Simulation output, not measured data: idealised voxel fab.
Process module in this document: voxel air gaps
Section shown: cut. Width: 265 nm. Cell size: 5 nm, square.
A cross-section in this document is a grid of square cells, and it is written down as bands, the top band listed before the ones below it; a band is made up of one or more rows of cells.
A band entry consists of two parts. The first gives the height of the band's top and the height of its bottom, in nm. The rest lists the band's materials from left to right, each with its width in nm. A single material labelled with the word "everywhere" fills the band from edge to edge, and the word "empty" marks empty space.
The reference from which all heights are counted is 0, the level beneath which the as-received wafer is entirely one material; the lowest band, having no lower bound, proceeds downward and is written after the example "top 0, no bottom".
Think of "30 to 40" as a width that walks from the first number to the second as you go down the band, top row to bottom row, taking equal-sized steps from row to row.
"no alterations made" (step): cross-section cells unchanged, all of them.
Heads up: "Enclosed void list" only lists the empty pockets with no open path to the top that are 8 cells or more, and it writes them as width x height at distance, distance from the left edge, in nm.
after a step's settings: what the simulator itself notes on the step
On any step carrying a mask, the "overlay nm" setting, if present on the step's line, tells how far right of its planned place the mask lay; negative values point to the left.

Process steps foreseen in the plan:
1 RECEIVE: material Si
2 CONFORMAL_DEP: material SiO2, thk nm 10
3 CONFORMAL_DEP: material SiN, thk nm 5
4 DIRECTIONAL_DEP: material lowk, thk nm 30
5 PATTERN: tone open, mask id LINES, material resist, width nm 25, pitch nm 50, thk nm 15, overlay nm 0
6 DIRECTIONAL_ETCH: etch materials lowk, depth nm 30
7 STRIP: etch materials resist
8 CONFORMAL_DEP: material TiN, thk nm 5
9 FILL_DEP: material Ru, thk nm 10
10 CMP: height nm 45
11 EPI: material Ru, thk nm 10
12 SELECTIVE_ETCH: etch materials lowk, depth nm 40
13 CONFORMAL_DEP: material SiCN, thk nm 5

Wafer cross-section on receipt, i.e. after step 1:
* top 0, no bottom = Si everywhere
* Enclosed void list: none

End-of-module XS, first of two wafers, run as planned:
* top 60, bottom 55 = empty: 30 / SiCN: 205 / empty: 30
* top 55, bottom 45 = empty: 30 / SiCN: 5 / Ru: 45 / SiCN: 5 / Ru: 45 / SiCN: 5 / Ru: 45 / SiCN: 5 / Ru: 45 / SiCN: 5 / empty: 30
* top 45, bottom 40 = empty: 30 / SiCN: 15 / TiN: 5 / Ru: 15 / TiN: 5 / SiCN: 25 / TiN: 5 / Ru: 15 / TiN: 5 / SiCN: 25 / TiN: 5 / Ru: 15 / TiN: 5 / SiCN: 25 / TiN: 5 / Ru: 15 / TiN: 5 / SiCN: 15 / empty: 30
* top 40, bottom 20 = empty: 40 / SiCN: 5 / TiN: 5 / Ru: 15 / TiN: 5 / SiCN: 5 / empty: 15 / SiCN: 5 / TiN: 5 / Ru: 15 / TiN: 5 / SiCN: 5 / empty: 15 / SiCN: 5 / TiN: 5 / Ru: 15 / TiN: 5 / SiCN: 5 / empty: 15 / SiCN: 5 / TiN: 5 / Ru: 15 / TiN: 5 / SiCN: 5 / empty: 40
* top 20, bottom 15 = SiCN: 45 / TiN: 25 / SiCN: 25 / TiN: 25 / SiCN: 25 / TiN: 25 / SiCN: 25 / TiN: 25 / SiCN: 45
* top 15, bottom 10 = SiN everywhere
* top 10, bottom 0 = SiO2 everywhere
* top 0, no bottom = Si everywhere
* Enclosed void list: 15 x 20 at 75; 15 x 20 at 125; 15 x 20 at 175

Cross-section at end of module for the second wafer of two, which matched the first in starting point and plan and differed by one mistake in its processing:
* top 50, bottom 15 = SiCN everywhere
* top 15, bottom 10 = SiN everywhere
* top 10, bottom 0 = SiO2 everywhere
* top 0, no bottom = Si everywhere
* Enclosed void list: none
The plan and the run diverged here: in deviation from the planned setting, step 4 was conducted as DIRECTIONAL_DEP: material SiCN, thk nm 30
Count the cells at the end and the second wafer has more or fewer of some materials than the first: -132 Ru | +234 SiCN | -60 TiN
Long story short, the first wafer ends with 3 closed voids and the second one with 0.
